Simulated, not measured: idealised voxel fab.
process module | voxel wiring stack
cross-section cut | 200 nm wide | cells 5 nm
A cross-section is a grid of square cells, given in bands from the top down. A band is one or more rows of cells.
Each band's line starts with the height of the band's top and of its bottom, in nm. Then come its materials from left to right, each with its width in nm. One material with "throughout" fills the band from edge to edge. "air" is empty space.
Height 0 is the level under which the wafer as received is all one material. The lowest band goes on downwards, as in "0 down".
A width such as "30 to 40" changes by the same amount from each row of cells to the next, from the band's top row to its bottom row.
"no change" after a step means that no cell of the cross-section changed.
closed voids: empty space of 8 cells or more with no open way to the top, each as width x height at its distance from the left edge, in nm
after a step's settings: what the simulator itself notes on the step
overlay nm, on a step with a mask: how far to the right of its planned place the mask lay; to the left if negative
plan
1 op RECEIVE | material Si
2 op CONFORMAL_DEP | material SiO2 | thk nm 15
3 op DIRECTIONAL_DEP | material TiN | thk nm 5
4 op DIRECTIONAL_DEP | material Ru | thk nm 15
5 op MASKED_ETCH | tone cover | mask id METAL_1 | width nm 30 | pitch nm 60 | etch materials Ru | depth nm 15 | overlay nm 0
6 op MASKED_ETCH | tone cover | mask id METAL_1 | width nm 30 | pitch nm 60 | etch materials TiN | depth nm 5 | overlay nm 0
7 op FILL_DEP | material lowk | thk nm 5
8 op CMP | height nm 35
9 op CONFORMAL_DEP | material SiCN | thk nm 5
10 op DIRECTIONAL_DEP | material lowk | thk nm 20
11 op PATTERN | tone open | mask id PLUG_1 | material resist | width nm 15 | pitch nm 60 | thk nm 15 | overlay nm 0
12 op DIRECTIONAL_ETCH | etch materials lowk | depth nm 20
13 op DIRECTIONAL_ETCH | etch materials SiCN | depth nm 5
14 op STRIP | etch materials resist
15 op CONFORMAL_DEP | material TiN | thk nm 5
16 op FILL_DEP | material Cu | thk nm 5
17 op CMP | height nm 60
18 op DIRECTIONAL_DEP | material TiN | thk nm 5
19 op DIRECTIONAL_DEP | material W | thk nm 15
20 op PATTERN | tone cover | mask id METAL_2 | material resist | width nm 30 | pitch nm 60 | thk nm 20 | overlay nm 0
21 op DIRECTIONAL_ETCH | etch materials W | depth nm 15
22 op DIRECTIONAL_ETCH | etch materials TiN | depth nm 5
23 op STRIP | etch materials resist
24 op CONFORMAL_DEP | material SiCN | thk nm 5
25 op FILL_DEP | material lowk | thk nm 10
26 op CMP | height nm 80
27 op CONFORMAL_DEP | material SiCN | thk nm 5
28 op DIRECTIONAL_DEP | material SiO2 | thk nm 20
29 op MASKED_ETCH | tone open | mask id PLUG_2 | width nm 15 | pitch nm 60 | etch materials SiO2 | depth nm 20 | overlay nm 0
30 op MASKED_ETCH | tone open | mask id PLUG_2 | width nm 15 | pitch nm 60 | etch materials SiCN | depth nm 5 | overlay nm 0
31 op EPI | material Ru | thk nm 10
32 op EPI | material Ru | thk nm 10
33 op EPI | material Ru | thk nm 5
34 op DIRECTIONAL_DEP | material TiN | thk nm 5
35 op DIRECTIONAL_DEP | material W | thk nm 25
36 op MASKED_ETCH | tone cover | mask id METAL_3 | width nm 30 | pitch nm 60 | etch materials W | depth nm 25 | overlay nm 0
37 op MASKED_ETCH | tone cover | mask id METAL_3 | width nm 30 | pitch nm 60 | etch materials TiN | depth nm 5 | overlay nm 0
38 op CONFORMAL_DEP | material SiN | thk nm 5
39 op FILL_DEP | material lowk | thk nm 10
40 op CMP | height nm 135
41 op CONFORMAL_DEP | material SiN | thk nm 5
as received, after step 1
  0 down: Si throughout
  closed voids: none
first wafer at the end, as planned
  140 to 135: SiN throughout
  135 to 110: lowk 50 | SiN 5 | W 30 | SiN 5 | lowk 20 | SiN 5 | W 30 | SiN 5 | lowk 50
  110 to 105: SiN 55 | TiN 30 | SiN 30 | TiN 30 | SiN 55
  105 to 85: SiO2 55 | Ru 15 | SiO2 45 | Ru 15 | SiO2 70
  85 to 80: SiCN 55 | Ru 15 | SiCN 45 | Ru 15 | SiCN 70
  80 to 65: lowk 50 | SiCN 5 | W 30 | SiCN 5 | lowk 20 | SiCN 5 | W 30 | SiCN 5 | lowk 50
  65 to 60: SiCN 55 | TiN 30 | SiCN 30 | TiN 30 | SiCN 55
  60 to 40: lowk 55 | TiN 5 | Cu 5 | TiN 5 | lowk 45 | TiN 5 | Cu 5 | TiN 5 | lowk 70
  40 to 35: SiCN 55 | TiN 15 | SiCN 45 | TiN 15 | SiCN 70
  35 to 20: lowk 55 | Ru 30 | lowk 30 | Ru 30 | lowk 55
  20 to 15: lowk 55 | TiN 30 | lowk 30 | TiN 30 | lowk 55
  15 to 0: SiO2 throughout
  0 down: Si throughout
  closed voids: none
second wafer at the end: like start, like plan, one mistake
  140 to 135: SiN throughout
  135 to 110: lowk 50 | SiN 5 | W 30 | SiN 5 | lowk 20 | SiN 5 | W 30 | SiN 5 | lowk 50
  110 to 105: SiN 55 | TiN 30 | SiN 30 | TiN 30 | SiN 55
  105 to 85: SiO2 55 | Ru 15 | SiO2 45 | Ru 15 | SiO2 70
  85 to 80: SiCN 55 | Ru 15 | SiCN 45 | Ru 15 | SiCN 70
  80 to 65: lowk 50 | SiCN 5 | W 30 | SiCN 5 | lowk 20 | SiCN 5 | W 30 | SiCN 5 | lowk 50
  65 to 60: SiCN 55 | TiN 30 | SiCN 30 | TiN 30 | SiCN 55
  60 to 40: lowk 55 | TiN 5 | Cu 5 | TiN 5 | lowk 45 | TiN 5 | Cu 5 | TiN 5 | lowk 70
  40 to 35: SiCN 55 | TiN 15 | SiCN 45 | TiN 15 | SiCN 70
  35 to 20: W 55 | Ru 30 | W 30 | Ru 30 | W 55
  20 to 15: W 55 | TiN 30 | W 30 | TiN 30 | W 55
  15 to 0: SiO2 throughout
  0 down: Si throughout
  closed voids: none
what went wrong: step 7 ran as: op FILL_DEP | material W | thk nm 5
at the end the second wafer has, in cells: 112 more of W | 112 fewer of lowk
